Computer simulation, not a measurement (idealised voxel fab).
process module | voxel wiring stack
cross-section cut | 260 nm wide | cells 5 nm
A cross-section is a grid of square cells, given in bands from the top down. A band is one or more rows of cells.
Each band's line starts with the height of the band's top and of its bottom, in nm. Then come its materials from left to right, each with its width in nm. One material with "throughout" fills the band from edge to edge. "air" is empty space.
Height 0 is the level under which the wafer as received is all one material. The lowest band goes on downwards, as in "0 down".
A width such as "30 to 40" changes by the same amount from each row of cells to the next, from the band's top row to its bottom row.
"no change" after a step means that no cell of the cross-section changed.
closed voids: empty space of 8 cells or more with no open way to the top, each as width x height at its distance from the left edge, in nm
after a step's settings: what the simulator itself notes on the step
overlay nm, on a step with a mask: how far to the right of its planned place the mask lay; to the left if negative
plan
1 op RECEIVE | material Si
2 op CONFORMAL_DEP | material SiO2 | thk nm 10
3 op CONFORMAL_DEP | material SiCN | thk nm 5
4 op DIRECTIONAL_DEP | material lowk | thk nm 20
5 op PATTERN | tone open | mask id METAL_1 | material resist | width nm 30 | pitch nm 55 | thk nm 15 | overlay nm 0
6 op DIRECTIONAL_ETCH | etch materials lowk | depth nm 20
7 op DIRECTIONAL_ETCH | etch materials SiCN | depth nm 5
8 op STRIP | etch materials resist
9 op CONFORMAL_DEP | material TiN | thk nm 5
10 op FILL_DEP | material W | thk nm 5
11 op CMP | height nm 35
12 op CONFORMAL_DEP | material SiCN | thk nm 5
13 op DIRECTIONAL_DEP | material SiO2 | thk nm 30
14 op PATTERN | tone open | mask id METAL_2 | material resist | width nm 30 | pitch nm 55 | thk nm 15 | overlay nm 0
15 op DIRECTIONAL_ETCH | etch materials SiO2 | depth nm 15
16 op STRIP | etch materials resist
17 op DIRECTIONAL_DEP | material aC | thk nm 15
18 op PATTERN | tone open | mask id METAL_2_HOLES | material resist | width nm 15 | pitch nm 110 | thk nm 30 | overlay nm 0
19 op DIRECTIONAL_ETCH | etch materials aC | depth nm 15
20 op STRIP | etch materials resist
21 op DIRECTIONAL_ETCH | etch materials SiO2 | depth nm 15
22 op DIRECTIONAL_ETCH | etch materials SiCN | depth nm 5
23 op STRIP | etch materials aC
24 op CONFORMAL_DEP | material TiN | thk nm 5
25 op FILL_DEP | material Ru | thk nm 5
26 op CMP | height nm 70
27 op CONFORMAL_DEP | material SiCN | thk nm 5
as received, after step 1
  0 down: Si throughout
  closed voids: none
a wafer at the end: this start, this plan, one mistake
  75 to 70: SiCN throughout
  70 to 60: Ru 70 | TiN 5 | SiO2 15 | TiN 5 | Ru 15 | TiN 5 | SiO2 30 | TiN 5 | Ru 30 | TiN 5 | SiO2 15 | TiN 5 | Ru 55
  60 to 55: TiN 75 | SiO2 15 | TiN 25 | SiO2 30 | TiN 40 | SiO2 15 | TiN 60
  55 to 40: SiO2 throughout
  40 to 35: SiCN throughout
  35 to 15: lowk 60 | TiN 5 | W 20 | TiN 5 | lowk 25 | TiN 5 | W 20 | TiN 5 | lowk 25 | TiN 5 | W 20 | TiN 5 | lowk 60
  15 to 10: SiCN 60 | TiN 30 | SiCN 25 | TiN 30 | SiCN 25 | TiN 30 | SiCN 60
  10 to 0: SiO2 throughout
  0 down: Si throughout
  closed voids: none
what went wrong: step 14 ran as: op PATTERN | tone cover | mask id METAL_2 | material resist | width nm 30 | pitch nm 55 | thk nm 15 | overlay nm 0
